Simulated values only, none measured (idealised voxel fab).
Process module, titled voxel ribs on slabs
FYI the section here is cut, 185 nm wide, cells are 5 nm squares.
Format of a cross-section: grid, square cells. Given as bands. Order: top down. Band: one or more rows of cells. It is stipulated that each band's entry specify, in nanometres, the height of the top of the band and then that of its bottom, followed by the materials of the band in left-to-right sequence, each together with its width in nanometres. A single material marked by the word "edge to edge" is understood to fill the band from edge to edge; the word "air" is understood to denote empty space. Heads up on the height convention: 0 is the point under which the incoming wafer is all one material, and the lowest band has no bottom, it just keeps going down, like "0..down". Top row gets the first number, bottom row gets the second, and each row in between changes by the same step: that is how a band width like "30->40" works. Take "left unchanged" at face value: in the step it is given for, the cross-section changed in none of its cells. Any empty space of 8 cells or more lacking an open way to the top shows up in "Closed void entries" as width x height at distance, distance from the left edge, in nm. after a step's settings: what the simulator itself notes on the step. overlay nm: where the mask lay relative to plan, measured to the right, on steps with a mask; negatives go left.

PLAN
step 1: RECEIVE, material Si
step 2: DIRECTIONAL_DEP, material SiO2, thk nm 30
step 3: DIRECTIONAL_DEP, material polySi, thk nm 20
step 4: PATTERN, tone cover, mask id RIB, material resist, width nm 25, thk nm 20, overlay nm 0
step 5: DIRECTIONAL_ETCH, etch materials polySi, depth nm 15
step 6: STRIP, etch materials resist
step 7: PATTERN, tone cover, mask id SLAB, material resist, width nm 75, thk nm 20, overlay nm 0
step 8: DIRECTIONAL_ETCH, etch materials polySi, depth nm 5
step 9: STRIP, etch materials resist
step 10: FILL_DEP, material SiO2, thk nm 30
step 11: CMP, height nm 70
step 12: DIRECTIONAL_DEP, material W, thk nm 10
step 13: DIRECTIONAL_DEP, material aC, thk nm 10
step 14: PATTERN, tone cover, mask id HEATER, material resist, width nm 35, thk nm 30, overlay nm 0
step 15: DIRECTIONAL_ETCH, etch materials aC, depth nm 10
step 16: STRIP, etch materials resist
step 17: DIRECTIONAL_ETCH, etch materials W, depth nm 10
step 18: STRIP, etch materials aC
step 19: CONFORMAL_DEP, material SiN, thk nm 5

THE FIRST OF THE TWO WAFERS, WHICH RAN AS PLANNED

CROSS-SECTION OF THE INCOMING WAFER, STATE AFTER STEP 1
  0..down: Si edge to edge
  Closed void entries: none

THE FOLLOWING CROSS-SECTION DEPICTS THE WAFER UPON COMPLETION OF STEP 2
  30..0: SiO2 edge to edge
  Nothing below the height 0 has changed.

THE FOLLOWING CROSS-SECTION DEPICTS THE WAFER UPON COMPLETION OF STEP 3
  50..30: polySi edge to edge
  Nothing below the height 30 has changed.

THE FOLLOWING CROSS-SECTION DEPICTS THE WAFER UPON COMPLETION OF STEP 4
  70..50: air 80 nm; resist 25 nm; air 80 nm
  Nothing below the height 50 has changed.

THE FOLLOWING CROSS-SECTION DEPICTS THE WAFER UPON COMPLETION OF STEP 5
  70..50: air 80 nm; resist 25 nm; air 80 nm
  50..35: air 80 nm; polySi 25 nm; air 80 nm
  Nothing below the height 35 has changed.

THE FOLLOWING CROSS-SECTION DEPICTS THE WAFER UPON COMPLETION OF STEP 6
  50..35: air 80 nm; polySi 25 nm; air 80 nm
  Nothing below the height 35 has changed.

THE FOLLOWING CROSS-SECTION DEPICTS THE WAFER UPON COMPLETION OF STEP 7
  70..50: air 55 nm; resist 75 nm; air 55 nm
  50..35: air 55 nm; resist 25 nm; polySi 25 nm; resist 25 nm; air 55 nm
  Nothing below the height 35 has changed.

THE FOLLOWING CROSS-SECTION DEPICTS THE WAFER UPON COMPLETION OF STEP 8
  70..50: air 55 nm; resist 75 nm; air 55 nm
  50..35: air 55 nm; resist 25 nm; polySi 25 nm; resist 25 nm; air 55 nm
  35..30: air 55 nm; polySi 75 nm; air 55 nm
  Nothing below the height 30 has changed.

THE FOLLOWING CROSS-SECTION DEPICTS THE WAFER UPON COMPLETION OF STEP 9
  50..35: air 80 nm; polySi 25 nm; air 80 nm
  Nothing below the height 35 has changed.

THE FOLLOWING CROSS-SECTION DEPICTS THE WAFER UPON COMPLETION OF STEP 10
  80..50: SiO2 edge to edge
  50..35: SiO2 80 nm; polySi 25 nm; SiO2 80 nm
  35..30: SiO2 55 nm; polySi 75 nm; SiO2 55 nm
  Nothing below the height 30 has changed.

THE FOLLOWING CROSS-SECTION DEPICTS THE WAFER UPON COMPLETION OF STEP 11
  70..50: SiO2 edge to edge
  Nothing below the height 50 has changed.

THE FOLLOWING CROSS-SECTION DEPICTS THE WAFER UPON COMPLETION OF STEP 12
  80..70: W edge to edge
  Nothing below the height 70 has changed.

THE FOLLOWING CROSS-SECTION DEPICTS THE WAFER UPON COMPLETION OF STEP 13
  90..80: aC edge to edge
  Nothing below the height 80 has changed.

THE FOLLOWING CROSS-SECTION DEPICTS THE WAFER UPON COMPLETION OF STEP 14
  120..90: air 75 nm; resist 35 nm; air 75 nm
  Nothing below the height 90 has changed.

THE FOLLOWING CROSS-SECTION DEPICTS THE WAFER UPON COMPLETION OF STEP 15
  110..90: air 75 nm; resist 35 nm; air 75 nm
  90..80: air 75 nm; aC 35 nm; air 75 nm
  Nothing below the height 80 has changed.

THE FOLLOWING CROSS-SECTION DEPICTS THE WAFER UPON COMPLETION OF STEP 16
  90..80: air 75 nm; aC 35 nm; air 75 nm
  Nothing below the height 80 has changed.

THE FOLLOWING CROSS-SECTION DEPICTS THE WAFER UPON COMPLETION OF STEP 17
  90..80: air 75 nm; aC 35 nm; air 75 nm
  80..70: air 75 nm; W 35 nm; air 75 nm
  Nothing below the height 70 has changed.

THE FOLLOWING CROSS-SECTION DEPICTS THE WAFER UPON COMPLETION OF STEP 18
  80..70: air 75 nm; W 35 nm; air 75 nm
  Nothing below the height 70 has changed.

THE FOLLOWING CROSS-SECTION DEPICTS THE WAFER UPON COMPLETION OF STEP 19
  85..80: air 70 nm; SiN 45 nm; air 70 nm
  80..75: air 70 nm; SiN 5 nm; W 35 nm; SiN 5 nm; air 70 nm
  75..70: SiN 75 nm; W 35 nm; SiN 75 nm
  Nothing below the height 70 has changed.

FOR THE SECOND WAFER, TAKE THE FIRST WAFER'S START AND PLAN, THEN ADD ONE MISTAKE MADE IN RUNNING IT; EVERYTHING THROUGH STEP 13, THAT STEP INCLUDED, IS SHARED WITH THE FIRST

CROSS-SECTION OF THE SECOND WAFER AT THE TIME STEP 14 OF THE PLAN SHOULD HAVE ENDED
  120..90: air 65 nm; resist 35 nm; air 85 nm
  Nothing below the height 90 has changed.

CROSS-SECTION OF THE SECOND WAFER AT THE TIME STEP 15 OF THE PLAN SHOULD HAVE ENDED
  110..90: air 65 nm; resist 35 nm; air 85 nm
  90..80: air 65 nm; aC 35 nm; air 85 nm
  Nothing below the height 80 has changed.

CROSS-SECTION OF THE SECOND WAFER AT THE TIME STEP 16 OF THE PLAN SHOULD HAVE ENDED
  90..80: air 65 nm; aC 35 nm; air 85 nm
  Nothing below the height 80 has changed.

CROSS-SECTION OF THE SECOND WAFER AT THE TIME STEP 17 OF THE PLAN SHOULD HAVE ENDED
  90..80: air 65 nm; aC 35 nm; air 85 nm
  80..70: air 65 nm; W 35 nm; air 85 nm
  Nothing below the height 70 has changed.

CROSS-SECTION OF THE SECOND WAFER AT THE TIME STEP 18 OF THE PLAN SHOULD HAVE ENDED
  80..70: air 65 nm; W 35 nm; air 85 nm
  Nothing below the height 70 has changed.

CROSS-SECTION OF THE SECOND WAFER AT THE TIME STEP 19 OF THE PLAN SHOULD HAVE ENDED
  85..80: air 60 nm; SiN 45 nm; air 80 nm
  80..75: air 60 nm; SiN 5 nm; W 35 nm; SiN 5 nm; air 80 nm
  75..70: SiN 65 nm; W 35 nm; SiN 85 nm
  Nothing below the height 70 has changed.
In executing the process, a mistake was made relative to the plan: in deviation from the planned setting, step 14 was conducted as PATTERN, tone cover, mask id HEATER, material resist, width nm 35, thk nm 30, overlay nm -10
Matching per-material cell counts, mismatched positions: that is how the second wafer compares with the first at the end.
